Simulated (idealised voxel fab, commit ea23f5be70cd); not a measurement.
voxel capacitor over wiring: a process module
cross-section cut | 245 nm wide | cells 5 nm
This document writes a cross-section as a grid whose cells are square, and gives it as bands, listed from the top down; one or more rows of cells form a band.
The entry gives the band's vertical extent as a top height and a bottom height in nm, then its horizontal make-up as materials from left to right, each with a width in nm. "blank" stands for empty space; a single material marked "throughout" fills the band edge to edge.
It should be noted that heights are counted from 0, beneath which the wafer as supplied is of one material throughout, and that the lowest band possesses no lower boundary but continues downward, as written in "0 nm and below".
Width: "30->40" (first number = top row, second number = bottom row, same change from row to row of cells).
No cell of the cross-section changed in a step that is given as "nothing different".
Closed void table: empty space of 8 cells or more with no open way to the top, each as width x height at its distance from the left edge, in nm
What comes after the settings on a step's line is commentary from the simulator itself on that step.
overlay nm: for a step with a mask, the amount by which the mask lay right of where it was planned; a negative amount means left of it.
Reading key. Pairs: pre-step and post-step cross-section, one process step apart; post-step view only to lowest changed band. Step between + settings: beneath pair. Runs: pairs may be from different runs of this module, same starting wafer. Continuation from pair above: only where "Pre-step snapshot" entry says.
Pre-step snapshot:
	60 nm to 55 nm = TiN throughout
	55 nm to 45 nm = lowk 75, Ru 15, lowk 155
	45 nm to 40 nm = SiCN 75, Ru 15, SiCN 155
	40 nm to 35 nm = lowk 60, W 30, lowk 60, W 30, lowk 65
	35 nm to 30 nm = lowk 60, TiN 30, lowk 60, TiN 30, lowk 65
	30 nm to 0 nm = SiO2 throughout
	0 nm and below = Si throughout
	Closed void table: none
Sectional Result:
	65 nm to 60 nm = Al2O3 throughout
	Lower than 60, everything is as it was.
	Closed void table: none
Step taken after the before cross-section and before the after cross-section above: DIRECTIONAL_DEP (material Al2O3; thk nm 5)
Pre-step snapshot: cross-section not repeated; it is the one shown after the step in the pair just above.
Sectional Result:
	70 nm to 65 nm = TiN throughout
	Lower than 65, everything is as it was.
	Closed void table: none
Step taken after the before cross-section and before the after cross-section above: DIRECTIONAL_DEP (material TiN; thk nm 5)
Pre-step snapshot: cross-section not repeated; it is the one shown after the step in the pair just above.
Sectional Result:
	85 nm to 70 nm = blank 75, resist 65, blank 105
	Lower than 70, everything is as it was.
	Closed void table: none
Step taken after the before cross-section and before the after cross-section above: PATTERN (tone cover; mask id UPPER_PLATE; material resist; width nm 65; thk nm 15; overlay nm 0)
Pre-step snapshot: cross-section not repeated; it is the one shown after the step in the pair just above.
Sectional Result:
	85 nm to 70 nm = blank 75, resist 65, blank 105
	70 nm to 65 nm = blank 75, TiN 65, blank 105
	Lower than 65, everything is as it was.
	Closed void table: none
Step taken after the before cross-section and before the after cross-section above: DIRECTIONAL_ETCH (etch materials TiN; depth nm 5)
Pre-step snapshot: cross-section not repeated; it is the one shown after the step in the pair just above.
Sectional Result:
	85 nm to 70 nm = blank 75, resist 65, blank 105
	70 nm to 65 nm = blank 75, TiN 65, blank 105
	65 nm to 60 nm = blank 75, Al2O3 65, blank 105
	Lower than 60, everything is as it was.
	Closed void table: none
Step taken after the before cross-section and before the after cross-section above: DIRECTIONAL_ETCH (etch materials Al2O3; depth nm 5)
Pre-step snapshot: cross-section not repeated; it is the one shown after the step in the pair just above.
Sectional Result:
	70 nm to 65 nm = blank 75, TiN 65, blank 105
	Lower than 65, everything is as it was.
	Closed void table: none
Step taken after the before cross-section and before the after cross-section above: STRIP (etch materials resist)
Pre-step snapshot: cross-section not repeated; it is the one shown after the step in the pair just above.
Sectional Result:
	80 nm to 70 nm = blank 75, aC 65, blank 105
	70 nm to 65 nm = aC 75, TiN 65, aC 105
	65 nm to 60 nm = aC 75, Al2O3 65, aC 105
	Lower than 60, everything is as it was.
	Closed void table: none
Step taken after the before cross-section and before the after cross-section above: DIRECTIONAL_DEP (material aC; thk nm 10)
Pre-step snapshot: cross-section not repeated; it is the one shown after the step in the pair just above.
Sectional Result:
	110 nm to 80 nm = blank 70, resist 75, blank 100
	80 nm to 70 nm = blank 70, resist 5, aC 65, resist 5, blank 100
	Lower than 70, everything is as it was.
	Closed void table: none
Step taken after the before cross-section and before the after cross-section above: PATTERN (tone cover; mask id LOWER_PLATE; material resist; width nm 75; thk nm 30; overlay nm 0)
Pre-step snapshot: cross-section not repeated; it is the one shown after the step in the pair just above.
Sectional Result:
	100 nm to 80 nm = blank 70, resist 75, blank 100
	80 nm to 70 nm = blank 70, resist 5, aC 65, resist 5, blank 100
	70 nm to 65 nm = blank 70, aC 5, TiN 65, aC 5, blank 100
	65 nm to 60 nm = blank 70, aC 5, Al2O3 65, aC 5, blank 100
	Lower than 60, everything is as it was.
	Closed void table: none
Step taken after the before cross-section and before the after cross-section above: DIRECTIONAL_ETCH (etch materials aC; depth nm 10)
Pre-step snapshot: cross-section not repeated; it is the one shown after the step in the pair just above.
Sectional Result:
	80 nm to 70 nm = blank 75, aC 65, blank 105
	Lower than 70, everything is as it was.
	Closed void table: none
Step taken after the before cross-section and before the after cross-section above: STRIP (etch materials resist)
Pre-step snapshot: cross-section not repeated; it is the one shown after the step in the pair just above.
Sectional Result:
	80 nm to 70 nm = blank 75, aC 65, blank 105
	70 nm to 65 nm = blank 70, aC 5, TiN 65, aC 5, blank 100
	65 nm to 60 nm = blank 70, aC 5, Al2O3 65, aC 5, blank 100
	60 nm to 55 nm = blank 70, TiN 75, blank 100
	Lower than 55, everything is as it was.
	Closed void table: none
Step taken after the before cross-section and before the after cross-section above: DIRECTIONAL_ETCH (etch materials TiN; depth nm 5)
Pre-step snapshot: cross-section not repeated; it is the one shown after the step in the pair just above.
Sectional Result:
	70 nm to 65 nm = blank 75, TiN 65, blank 105
	65 nm to 60 nm = blank 75, Al2O3 65, blank 105
	Lower than 60, everything is as it was.
	Closed void table: none
Step taken after the before cross-section and before the after cross-section above: STRIP (etch materials aC)
Pre-step snapshot: cross-section not repeated; it is the one shown after the step in the pair just above.
Sectional Result:
	85 nm to 70 nm = SiO2 throughout
	70 nm to 65 nm = SiO2 75, TiN 65, SiO2 105
	65 nm to 60 nm = SiO2 75, Al2O3 65, SiO2 105
	60 nm to 55 nm = SiO2 70, TiN 75, SiO2 100
	Lower than 55, everything is as it was.
	Closed void table: none
Step taken after the before cross-section and before the after cross-section above: FILL_DEP (material SiO2; thk nm 15)
Pre-step snapshot: cross-section not repeated; it is the one shown after the step in the pair just above.
Sectional Result:
	80 nm to 70 nm = SiO2 throughout
	Lower than 70, everything is as it was.
	Closed void table: none
Step taken after the before cross-section and before the after cross-section above: CMP (height nm 80)
Pre-step snapshot: cross-section not repeated; it is the one shown after the step in the pair just above.
Sectional Result:
	95 nm to 80 nm = resist 85, blank 15, resist 145
	Lower than 80, everything is as it was.
	Closed void table: none
Step taken after the before cross-section and before the after cross-section above: PATTERN (tone open; mask id PLUG_2; material resist; width nm 15; thk nm 15; overlay nm 0)
Pre-step snapshot: cross-section not repeated; it is the one shown after the step in the pair just above.
Sectional Result:
	95 nm to 80 nm = resist 85, blank 15, resist 145
	80 nm to 70 nm = SiO2 85, blank 15, SiO2 145
	Lower than 70, everything is as it was.
	Closed void table: none
Step taken after the before cross-section and before the after cross-section above: DIRECTIONAL_ETCH (etch materials SiO2; depth nm 10)
Pre-step snapshot: cross-section not repeated; it is the one shown after the step in the pair just above.
Sectional Result:
	80 nm to 70 nm = SiO2 85, blank 15, SiO2 145
	Lower than 70, everything is as it was.
	Closed void table: none
Step taken after the before cross-section and before the after cross-section above: STRIP (etch materials resist)
Pre-step snapshot: cross-section not repeated; it is the one shown after the step in the pair just above.
Sectional Result:
	85 nm to 80 nm = TiN 90, blank 5, TiN 150
	80 nm to 75 nm = SiO2 85, TiN 5, blank 5, TiN 5, SiO2 145
	75 nm to 65 nm = SiO2 85->75, TiN 15->65, SiO2 145->105
	Lower than 65, everything is as it was.
	Closed void table: none
Step taken after the before cross-section and before the after cross-section above: CONFORMAL_DEP (material TiN; thk nm 5)
Pre-step snapshot: cross-section not repeated; it is the one shown after the step in the pair just above.
Sectional Result:
	95 nm to 85 nm = Cu throughout
	85 nm to 80 nm = TiN 90, Cu 5, TiN 150
	80 nm to 75 nm = SiO2 85, TiN 5, Cu 5, TiN 5, SiO2 145
	Lower than 75, everything is as it was.
	Closed void table: none
Step taken after the before cross-section and before the after cross-section above: FILL_DEP (material Cu; thk nm 10)
Pre-step snapshot: cross-section not repeated; it is the one shown after the step in the pair just above.
Sectional Result:
	80 nm to 75 nm = SiO2 85, TiN 5, Cu 5, TiN 5, SiO2 145
	Lower than 75, everything is as it was.
	Closed void table: none
Step taken after the before cross-section and before the after cross-section above: CMP (height nm 80)
Pre-step snapshot: cross-section not repeated; it is the one shown after the step in the pair just above.
Sectional Result:
	85 nm to 80 nm = SiN throughout
	Lower than 80, everything is as it was.
	Closed void table: none
Step taken after the before cross-section and before the after cross-section above: CONFORMAL_DEP (material SiN; thk nm 5)
Pre-step snapshot:
	55 nm to 50 nm = lowk 75, blank 15, lowk 155
	50 nm to 45 nm = lowk 75, Ru 15, lowk 155
	45 nm to 40 nm = SiCN 75, Ru 15, SiCN 155
	40 nm to 20 nm = lowk 60, W 30, lowk 60, W 30, lowk 65
	20 nm to 15 nm = lowk 60, TiN 30, lowk 60, TiN 30, lowk 65
	15 nm to 0 nm = SiO2 throughout
	0 nm and below = Si throughout
	Closed void table: none
Sectional Result:
	60 nm to 55 nm = TiN 75, blank 15, TiN 155
	55 nm to 50 nm = lowk 75, TiN 15, lowk 155
	Lower than 50, everything is as it was.
	Closed void table: none
Step taken after the before cross-section and before the after cross-section above: DIRECTIONAL_DEP (material TiN; thk nm 5)
Pre-step snapshot: cross-section not repeated; it is the one shown after the step in the pair just above.
Sectional Result:
	65 nm to 60 nm = Ru 80, blank 5, Ru 160
	60 nm to 55 nm = TiN 75, Ru 15, TiN 155
	Lower than 55, everything is as it was.
	Closed void table: none
Step taken after the before cross-section and before the after cross-section above: EPI (material Ru; thk nm 5)
Pre-step snapshot: cross-section not repeated; it is the one shown after the step in the pair just above.
Sectional Result:
	70 nm to 65 nm = Al2O3 80, blank 5, Al2O3 160
	65 nm to 60 nm = Ru 80, Al2O3 5, Ru 160
	Lower than 60, everything is as it was.
	Closed void table: none
Step taken after the before cross-section and before the after cross-section above: DIRECTIONAL_DEP (material Al2O3; thk nm 5)
Pre-step snapshot: cross-section not repeated; it is the one shown after the step in the pair just above.
Sectional Result:
	75 nm to 70 nm = TiN 80, blank 5, TiN 160
	70 nm to 65 nm = Al2O3 80, TiN 5, Al2O3 160
	Lower than 65, everything is as it was.
	Closed void table: none
Step taken after the before cross-section and before the after cross-section above: DIRECTIONAL_DEP (material TiN; thk nm 5)
Pre-step snapshot: cross-section not repeated; it is the one shown after the step in the pair just above.
Sectional Result:
	90 nm to 75 nm = blank 75, resist 65, blank 105
	75 nm to 70 nm = TiN 80, resist 5, TiN 160
	Lower than 70, everything is as it was.
	Closed void table: none
Step taken after the before cross-section and before the after cross-section above: PATTERN (tone cover; mask id UPPER_PLATE; material resist; width nm 65; thk nm 15; overlay nm 0)
Pre-step snapshot: cross-section not repeated; it is the one shown after the step in the pair just above.
Sectional Result:
	90 nm to 75 nm = blank 75, resist 65, blank 105
	75 nm to 70 nm = blank 75, TiN 5, resist 5, TiN 55, blank 105
	Lower than 70, everything is as it was.
	Closed void table: none
Step taken after the before cross-section and before the after cross-section above: DIRECTIONAL_ETCH (etch materials TiN; depth nm 5)
Pre-step snapshot: cross-section not repeated; it is the one shown after the step in the pair just above.
Sectional Result:
	90 nm to 75 nm = blank 75, resist 65, blank 105
	75 nm to 70 nm = blank 75, TiN 5, resist 5, TiN 55, blank 105
	70 nm to 65 nm = blank 75, Al2O3 5, TiN 5, Al2O3 55, blank 105
	Lower than 65, everything is as it was.
	Closed void table: none
Step taken after the before cross-section and before the after cross-section above: DIRECTIONAL_ETCH (etch materials Al2O3; depth nm 5)
Pre-step snapshot: cross-section not repeated; it is the one shown after the step in the pair just above.
Sectional Result:
	75 nm to 70 nm = blank 75, TiN 5, blank 5, TiN 55, blank 105
	Lower than 70, everything is as it was.
	Closed void table: none
Step taken after the before cross-section and before the after cross-section above: STRIP (etch materials resist)
Pre-step snapshot: cross-section not repeated; it is the one shown after the step in the pair just above.
Sectional Result:
	85 nm to 80 nm = blank 75, aC 5, blank 5, aC 55, blank 105
	80 nm to 75 nm = blank 75, aC 65, blank 105
	75 nm to 70 nm = aC 75, TiN 5, aC 5, TiN 55, aC 105
	70 nm to 65 nm = aC 75, Al2O3 5, TiN 5, Al2O3 55, aC 105
	Lower than 65, everything is as it was.
	Closed void table: none
Step taken after the before cross-section and before the after cross-section above: DIRECTIONAL_DEP (material aC; thk nm 10)
Pre-step snapshot: cross-section not repeated; it is the one shown after the step in the pair just above.
Sectional Result:
	115 nm to 85 nm = blank 70, resist 75, blank 100
	85 nm to 80 nm = blank 70, resist 5, aC 5, resist 5, aC 55, resist 5, blank 100
	80 nm to 75 nm = blank 70, resist 5, aC 65, resist 5, blank 100
	Lower than 75, everything is as it was.
	Closed void table: none
Step taken after the before cross-section and before the after cross-section above: PATTERN (tone cover; mask id LOWER_PLATE; material resist; width nm 75; thk nm 30; overlay nm 0)
Pre-step snapshot: cross-section not repeated; it is the one shown after the step in the pair just above.
Sectional Result:
	105 nm to 85 nm = blank 70, resist 75, blank 100
	85 nm to 80 nm = blank 70, resist 5, aC 5, resist 5, aC 55, resist 5, blank 100
	80 nm to 75 nm = blank 70, resist 5, aC 65, resist 5, blank 100
	75 nm to 70 nm = blank 70, aC 5, TiN 5, aC 5, TiN 55, aC 5, blank 100
	70 nm to 65 nm = blank 70, aC 5, Al2O3 5, TiN 5, Al2O3 55, aC 5, blank 100
	Lower than 65, everything is as it was.
	Closed void table: none
Step taken after the before cross-section and before the after cross-section above: DIRECTIONAL_ETCH (etch materials aC; depth nm 10)
Pre-step snapshot: cross-section not repeated; it is the one shown after the step in the pair just above.
Sectional Result:
	85 nm to 80 nm = blank 75, aC 5, blank 5, aC 55, blank 105
	80 nm to 75 nm = blank 75, aC 65, blank 105
	Lower than 75, everything is as it was.
	Closed void table: none
Step taken after the before cross-section and before the after cross-section above: STRIP (etch materials resist)
Pre-step snapshot: cross-section not repeated; it is the one shown after the step in the pair just above.
Sectional Result:
	75 nm to 70 nm = blank 75, TiN 5, blank 5, TiN 55, blank 105
	70 nm to 65 nm = blank 75, Al2O3 5, TiN 5, Al2O3 55, blank 105
	Lower than 65, everything is as it was.
	Closed void table: none
Step taken after the before cross-section and before the after cross-section above: STRIP (etch materials aC)
Pre-step snapshot: cross-section not repeated; it is the one shown after the step in the pair just above.
Sectional Result:
	90 nm to 75 nm = SiO2 throughout
	75 nm to 70 nm = SiO2 75, TiN 5, SiO2 5, TiN 55, SiO2 105
	70 nm to 65 nm = SiO2 75, Al2O3 5, TiN 5, Al2O3 55, SiO2 105
	Lower than 65, everything is as it was.
	Closed void table: none
Step taken after the before cross-section and before the after cross-section above: FILL_DEP (material SiO2; thk nm 15)
Pre-step snapshot: cross-section not repeated; it is the one shown after the step in the pair just above.
Sectional Result:
	80 nm to 75 nm = SiO2 throughout
	Lower than 75, everything is as it was.
	Closed void table: none
Step taken after the before cross-section and before the after cross-section above: CMP (height nm 80)
Pre-step snapshot: cross-section not repeated; it is the one shown after the step in the pair just above.
Sectional Result:
	95 nm to 80 nm = resist 85, blank 15, resist 145
	Lower than 80, everything is as it was.
	Closed void table: none
Step taken after the before cross-section and before the after cross-section above: PATTERN (tone open; mask id PLUG_2; material resist; width nm 15; thk nm 15; overlay nm 0)
Pre-step snapshot: cross-section not repeated; it is the one shown after the step in the pair just above.
Sectional Result:
	95 nm to 80 nm = resist 85, blank 15, resist 145
	80 nm to 75 nm = SiO2 85, blank 15, SiO2 145
	Lower than 75, everything is as it was.
	Closed void table: none
Step taken after the before cross-section and before the after cross-section above: DIRECTIONAL_ETCH (etch materials SiO2; depth nm 10)
Pre-step snapshot: cross-section not repeated; it is the one shown after the step in the pair just above.
Sectional Result:
	80 nm to 75 nm = SiO2 85, blank 15, SiO2 145
	Lower than 75, everything is as it was.
	Closed void table: none
Step taken after the before cross-section and before the after cross-section above: STRIP (etch materials resist)
Pre-step snapshot: cross-section not repeated; it is the one shown after the step in the pair just above.
Sectional Result:
	85 nm to 80 nm = TiN 90, blank 5, TiN 150
	80 nm to 75 nm = SiO2 85, TiN 15, SiO2 145
	Lower than 75, everything is as it was.
	Closed void table: none
Step taken after the before cross-section and before the after cross-section above: CONFORMAL_DEP (material TiN; thk nm 5)
Pre-step snapshot: cross-section not repeated; it is the one shown after the step in the pair just above.
Sectional Result:
	95 nm to 85 nm = Cu throughout
	85 nm to 80 nm = TiN 90, Cu 5, TiN 150
	Lower than 80, everything is as it was.
	Closed void table: none
Step taken after the before cross-section and before the after cross-section above: FILL_DEP (material Cu; thk nm 10)
Pre-step snapshot: cross-section not repeated; it is the one shown after the step in the pair just above.
Sectional Result:
	80 nm to 75 nm = SiO2 85, TiN 15, SiO2 145
	Lower than 75, everything is as it was.
	Closed void table: none
Step taken after the before cross-section and before the after cross-section above: CMP (height nm 80)
Pre-step snapshot: cross-section not repeated; it is the one shown after the step in the pair just above.
Sectional Result:
	85 nm to 80 nm = SiN throughout
	Lower than 80, everything is as it was.
	Closed void table: none
Step taken after the before cross-section and before the after cross-section above: CONFORMAL_DEP (material SiN; thk nm 5)
Pre-step snapshot:
	95 nm to 85 nm = Cu throughout
	85 nm to 80 nm = TiN 90, Cu 5, TiN 150
	80 nm to 75 nm = SiO2 85, TiN 5, Cu 5, TiN 5, SiO2 145
	75 nm to 65 nm = SiO2 85->75, TiN 15->65, SiO2 145->105
	65 nm to 60 nm = SiO2 75, Al2O3 65, SiO2 105
	60 nm to 55 nm = SiO2 70, TiN 75, SiO2 100
	55 nm to 45 nm = lowk 75, Ru 15, lowk 155
	45 nm to 40 nm = SiCN 75, Ru 15, SiCN 155
	40 nm to 20 nm = lowk 60, W 30, lowk 60, W 30, lowk 65
	20 nm to 15 nm = lowk 60, TiN 30, lowk 60, TiN 30, lowk 65
	15 nm to 0 nm = SiO2 throughout
	0 nm and below = Si throughout
	Closed void table: none
Sectional Result:
	85 nm to 80 nm = TiN 90, Cu 5, TiN 150
	Lower than 80, everything is as it was.
	Closed void table: none
Step taken after the before cross-section and before the after cross-section above: CMP (height nm 85)
Pre-step snapshot: cross-section not repeated; it is the one shown after the step in the pair just above.
Sectional Result:
	90 nm to 85 nm = SiN throughout
	Lower than 85, everything is as it was.
	Closed void table: none
Step taken after the before cross-section and before the after cross-section above: CONFORMAL_DEP (material SiN; thk nm 5)
Pre-step snapshot:
	80 nm to 70 nm = blank 75, aC 65, blank 105
	70 nm to 65 nm = aC 75, TiN 65, aC 105
	65 nm to 60 nm = aC 75, Al2O3 65, aC 105
	60 nm to 55 nm = TiN throughout
	55 nm to 45 nm = lowk 75, Ru 15, lowk 155
	45 nm to 40 nm = SiCN 75, Ru 15, SiCN 155
	40 nm to 20 nm = lowk 60, W 30, lowk 60, W 30, lowk 65
	20 nm to 15 nm = lowk 60, TiN 30, lowk 60, TiN 30, lowk 65
	15 nm to 0 nm = SiO2 throughout
	0 nm and below = Si throughout
	Closed void table: none
Sectional Result:
	110 nm to 80 nm = blank 65, resist 85, blank 95
	80 nm to 70 nm = blank 65, resist 10, aC 65, resist 10, blank 95
	Lower than 70, everything is as it was.
	Closed void table: none
Step taken after the before cross-section and before the after cross-section above: PATTERN (tone cover; mask id LOWER_PLATE; material resist; width nm 85; thk nm 30; overlay nm 0)
Pre-step snapshot: cross-section not repeated; it is the one shown after the step in the pair just above.
Sectional Result:
	100 nm to 80 nm = blank 65, resist 85, blank 95
	80 nm to 70 nm = blank 65, resist 10, aC 65, resist 10, blank 95
	70 nm to 65 nm = blank 65, aC 10, TiN 65, aC 10, blank 95
	65 nm to 60 nm = blank 65, aC 10, Al2O3 65, aC 10, blank 95
	Lower than 60, everything is as it was.
	Closed void table: none
Step taken after the before cross-section and before the after cross-section above: DIRECTIONAL_ETCH (etch materials aC; depth nm 10)
Pre-step snapshot: cross-section not repeated; it is the one shown after the step in the pair just above.
Sectional Result:
	80 nm to 70 nm = blank 75, aC 65, blank 105
	Lower than 70, everything is as it was.
	Closed void table: none
Step taken after the before cross-section and before the after cross-section above: STRIP (etch materials resist)
Pre-step snapshot: cross-section not repeated; it is the one shown after the step in the pair just above.
Sectional Result:
	80 nm to 70 nm = blank 75, aC 65, blank 105
	70 nm to 65 nm = blank 65, aC 10, TiN 65, aC 10, blank 95
	65 nm to 60 nm = blank 65, aC 10, Al2O3 65, aC 10, blank 95
	60 nm to 55 nm = blank 65, TiN 85, blank 95
	Lower than 55, everything is as it was.
	Closed void table: none
Step taken after the before cross-section and before the after cross-section above: DIRECTIONAL_ETCH (etch materials TiN; depth nm 5)
Pre-step snapshot: cross-section not repeated; it is the one shown after the step in the pair just above.
Sectional Result:
	70 nm to 65 nm = blank 75, TiN 65, blank 105
	65 nm to 60 nm = blank 75, Al2O3 65, blank 105
	Lower than 60, everything is as it was.
	Closed void table: none
Step taken after the before cross-section and before the after cross-section above: STRIP (etch materials aC)
Pre-step snapshot: cross-section not repeated; it is the one shown after the step in the pair just above.
Sectional Result:
	85 nm to 70 nm = SiO2 throughout
	70 nm to 65 nm = SiO2 75, TiN 65, SiO2 105
	65 nm to 60 nm = SiO2 75, Al2O3 65, SiO2 105
	60 nm to 55 nm = SiO2 65, TiN 85, SiO2 95
	Lower than 55, everything is as it was.
	Closed void table: none
Step taken after the before cross-section and before the after cross-section above: FILL_DEP (material SiO2; thk nm 15)
Pre-step snapshot: cross-section not repeated; it is the one shown after the step in the pair just above.
Sectional Result:
	80 nm to 70 nm = SiO2 throughout
	Lower than 70, everything is as it was.
	Closed void table: none
Step taken after the before cross-section and before the after cross-section above: CMP (height nm 80)
Pre-step snapshot: cross-section not repeated; it is the one shown after the step in the pair just above.
Sectional Result:
	95 nm to 80 nm = resist 85, blank 15, resist 145
	Lower than 80, everything is as it was.
	Closed void table: none
Step taken after the before cross-section and before the after cross-section above: PATTERN (tone open; mask id PLUG_2; material resist; width nm 15; thk nm 15; overlay nm 0)
Pre-step snapshot: cross-section not repeated; it is the one shown after the step in the pair just above.
Sectional Result:
	95 nm to 80 nm = resist 85, blank 15, resist 145
	80 nm to 70 nm = SiO2 85, blank 15, SiO2 145
	Lower than 70, everything is as it was.
	Closed void table: none
Step taken after the before cross-section and before the after cross-section above: DIRECTIONAL_ETCH (etch materials SiO2; depth nm 10)
Pre-step snapshot: cross-section not repeated; it is the one shown after the step in the pair just above.
Sectional Result:
	80 nm to 70 nm = SiO2 85, blank 15, SiO2 145
	Lower than 70, everything is as it was.
	Closed void table: none
Step taken after the before cross-section and before the after cross-section above: STRIP (etch materials resist)
Pre-step snapshot: cross-section not repeated; it is the one shown after the step in the pair just above.
Sectional Result:
	85 nm to 80 nm = TiN 90, blank 5, TiN 150
	80 nm to 75 nm = SiO2 85, TiN 5, blank 5, TiN 5, SiO2 145
	75 nm to 65 nm = SiO2 85->75, TiN 15->65, SiO2 145->105
	Lower than 65, everything is as it was.
	Closed void table: none
Step taken after the before cross-section and before the after cross-section above: CONFORMAL_DEP (material TiN; thk nm 5)
Pre-step snapshot: cross-section not repeated; it is the one shown after the step in the pair just above.
Sectional Result:
	95 nm to 85 nm = Cu throughout
	85 nm to 80 nm = TiN 90, Cu 5, TiN 150
	80 nm to 75 nm = SiO2 85, TiN 5, Cu 5, TiN 5, SiO2 145
	Lower than 75, everything is as it was.
	Closed void table: none
Step taken after the before cross-section and before the after cross-section above: FILL_DEP (material Cu; thk nm 10)
Pre-step snapshot: cross-section not repeated; it is the one shown after the step in the pair just above.
Sectional Result:
	80 nm to 75 nm = SiO2 85, TiN 5, Cu 5, TiN 5, SiO2 145
	Lower than 75, everything is as it was.
	Closed void table: none
Step taken after the before cross-section and before the after cross-section above: CMP (height nm 80)
Pre-step snapshot: cross-section not repeated; it is the one shown after the step in the pair just above.
Sectional Result:
	85 nm to 80 nm = SiN throughout
	Lower than 80, everything is as it was.
	Closed void table: none
Step taken after the before cross-section and before the after cross-section above: CONFORMAL_DEP (material SiN; thk nm 5)
Pre-step snapshot:
	80 nm to 70 nm = SiO2 throughout
	70 nm to 65 nm = SiO2 75, TiN 65, SiO2 105
	65 nm to 60 nm = SiO2 75, Al2O3 65, SiO2 105
	60 nm to 55 nm = SiO2 70, TiN 75, SiO2 100
	55 nm to 45 nm = lowk 75, Ru 15, lowk 155
	45 nm to 40 nm = SiCN 75, Ru 15, SiCN 155
	40 nm to 20 nm = lowk 60, W 30, lowk 60, W 30, lowk 65
	20 nm to 15 nm = lowk 60, TiN 30, lowk 60, TiN 30, lowk 65
	15 nm to 0 nm = SiO2 throughout
	0 nm and below = Si throughout
	Closed void table: none
Sectional Result:
	95 nm to 80 nm = resist 80, blank 15, resist 150
	Lower than 80, everything is as it was.
	Closed void table: none
Step taken after the before cross-section and before the after cross-section above: PATTERN (tone open; mask id PLUG_2; material resist; width nm 15; thk nm 15; overlay nm -5)
Pre-step snapshot: cross-section not repeated; it is the one shown after the step in the pair just above.
Sectional Result:
	95 nm to 80 nm = resist 80, blank 15, resist 150
	80 nm to 70 nm = SiO2 80, blank 15, SiO2 150
	Lower than 70, everything is as it was.
	Closed void table: none
Step taken after the before cross-section and before the after cross-section above: DIRECTIONAL_ETCH (etch materials SiO2; depth nm 10)
Pre-step snapshot: cross-section not repeated; it is the one shown after the step in the pair just above.
Sectional Result:
	80 nm to 70 nm = SiO2 80, blank 15, SiO2 150
	Lower than 70, everything is as it was.
	Closed void table: none
Step taken after the before cross-section and before the after cross-section above: STRIP (etch materials resist)
Pre-step snapshot: cross-section not repeated; it is the one shown after the step in the pair just above.
Sectional Result:
	85 nm to 80 nm = TiN 85, blank 5, TiN 155
	80 nm to 75 nm = SiO2 80, TiN 5, blank 5, TiN 5, SiO2 150
	75 nm to 65 nm = SiO2 80->75, TiN 15->65, SiO2 150->105
	Lower than 65, everything is as it was.
	Closed void table: none
Step taken after the before cross-section and before the after cross-section above: CONFORMAL_DEP (material TiN; thk nm 5)
Pre-step snapshot: cross-section not repeated; it is the one shown after the step in the pair just above.
Sectional Result:
	95 nm to 85 nm = Cu throughout
	85 nm to 80 nm = TiN 85, Cu 5, TiN 155
	80 nm to 75 nm = SiO2 80, TiN 5, Cu 5, TiN 5, SiO2 150
	Lower than 75, everything is as it was.
	Closed void table: none
Step taken after the before cross-section and before the after cross-section above: FILL_DEP (material Cu; thk nm 10)
Pre-step snapshot: cross-section not repeated; it is the one shown after the step in the pair just above.
Sectional Result:
	80 nm to 75 nm = SiO2 80, TiN 5, Cu 5, TiN 5, SiO2 150
	Lower than 75, everything is as it was.
	Closed void table: none
Step taken after the before cross-section and before the after cross-section above: CMP (height nm 80)
Pre-step snapshot: cross-section not repeated; it is the one shown after the step in the pair just above.
Sectional Result:
	85 nm to 80 nm = SiN throughout
	Lower than 80, everything is as it was.
	Closed void table: none
Step taken after the before cross-section and before the after cross-section above: CONFORMAL_DEP (material SiN; thk nm 5)
Pre-step snapshot:
	80 nm to 70 nm = SiO2 85, blank 15, SiO2 145
	70 nm to 65 nm = SiO2 75, TiN 65, SiO2 105
	65 nm to 60 nm = SiO2 75, Al2O3 65, SiO2 105
	60 nm to 55 nm = SiO2 70, TiN 75, SiO2 100
	55 nm to 45 nm = lowk 75, Ru 15, lowk 155
	45 nm to 40 nm = SiCN 75, Ru 15, SiCN 155
	40 nm to 20 nm = lowk 60, W 30, lowk 60, W 30, lowk 65
	20 nm to 15 nm = lowk 60, TiN 30, lowk 60, TiN 30, lowk 65
	15 nm to 0 nm = SiO2 throughout
	0 nm and below = Si throughout
	Closed void table: none
Sectional Result:
	85 nm to 80 nm = aC 90, blank 5, aC 150
	80 nm to 75 nm = SiO2 85, aC 5, blank 5, aC 5, SiO2 145
	75 nm to 70 nm = SiO2 85, aC 15, SiO2 145
	Lower than 70, everything is as it was.
	Closed void table: none
Step taken after the before cross-section and before the after cross-section above: CONFORMAL_DEP (material aC; thk nm 5)
Pre-step snapshot: cross-section not repeated; it is the one shown after the step in the pair just above.
Sectional Result:
	95 nm to 85 nm = Cu throughout
	85 nm to 80 nm = aC 90, Cu 5, aC 150
	80 nm to 75 nm = SiO2 85, aC 5, Cu 5, aC 5, SiO2 145
	Lower than 75, everything is as it was.
	Closed void table: none
Step taken after the before cross-section and before the after cross-section above: FILL_DEP (material Cu; thk nm 10)
Pre-step snapshot: cross-section not repeated; it is the one shown after the step in the pair just above.
Sectional Result:
	80 nm to 75 nm = SiO2 85, aC 5, Cu 5, aC 5, SiO2 145
	Lower than 75, everything is as it was.
	Closed void table: none
Step taken after the before cross-section and before the after cross-section above: CMP (height nm 80)
Pre-step snapshot: cross-section not repeated; it is the one shown after the step in the pair just above.
Sectional Result:
	85 nm to 80 nm = SiN throughout
	Lower than 80, everything is as it was.
	Closed void table: none
Step taken after the before cross-section and before the after cross-section above: CONFORMAL_DEP (material SiN; thk nm 5)
Pre-step snapshot:
	80 nm to 70 nm = blank 75, aC 65, blank 105
	70 nm to 65 nm = aC 75, TiN 65, aC 105
	65 nm to 60 nm = aC 75, Al2O3 65, aC 105
	60 nm to 55 nm = TiN throughout
	55 nm to 45 nm = lowk 75, Ru 15, lowk 155
	45 nm to 40 nm = SiCN 75, Ru 15, SiCN 155
	40 nm to 20 nm = lowk 60, W 30, lowk 60, W 30, lowk 65
	20 nm to 15 nm = lowk 60, TiN 30, lowk 60, TiN 30, lowk 65
	15 nm to 0 nm = SiO2 throughout
	0 nm and below = Si throughout
	Closed void table: none
Sectional Result:
	110 nm to 80 nm = resist 70, blank 75, resist 100
	80 nm to 70 nm = resist 70, blank 5, aC 65, blank 5, resist 100
	Lower than 70, everything is as it was.
	Closed void table: none
Step taken after the before cross-section and before the after cross-section above: PATTERN (tone open; mask id LOWER_PLATE; material resist; width nm 75; thk nm 30; overlay nm 0)
Pre-step snapshot: cross-section not repeated; it is the one shown after the step in the pair just above.
Sectional Result:
	100 nm to 70 nm = resist 70, blank 75, resist 100
	70 nm to 65 nm = aC 70, blank 5, TiN 65, blank 5, aC 100
	65 nm to 60 nm = aC 70, blank 5, Al2O3 65, blank 5, aC 100
	Lower than 60, everything is as it was.
	Closed void table: none
Step taken after the before cross-section and before the after cross-section above: DIRECTIONAL_ETCH (etch materials aC; depth nm 10)
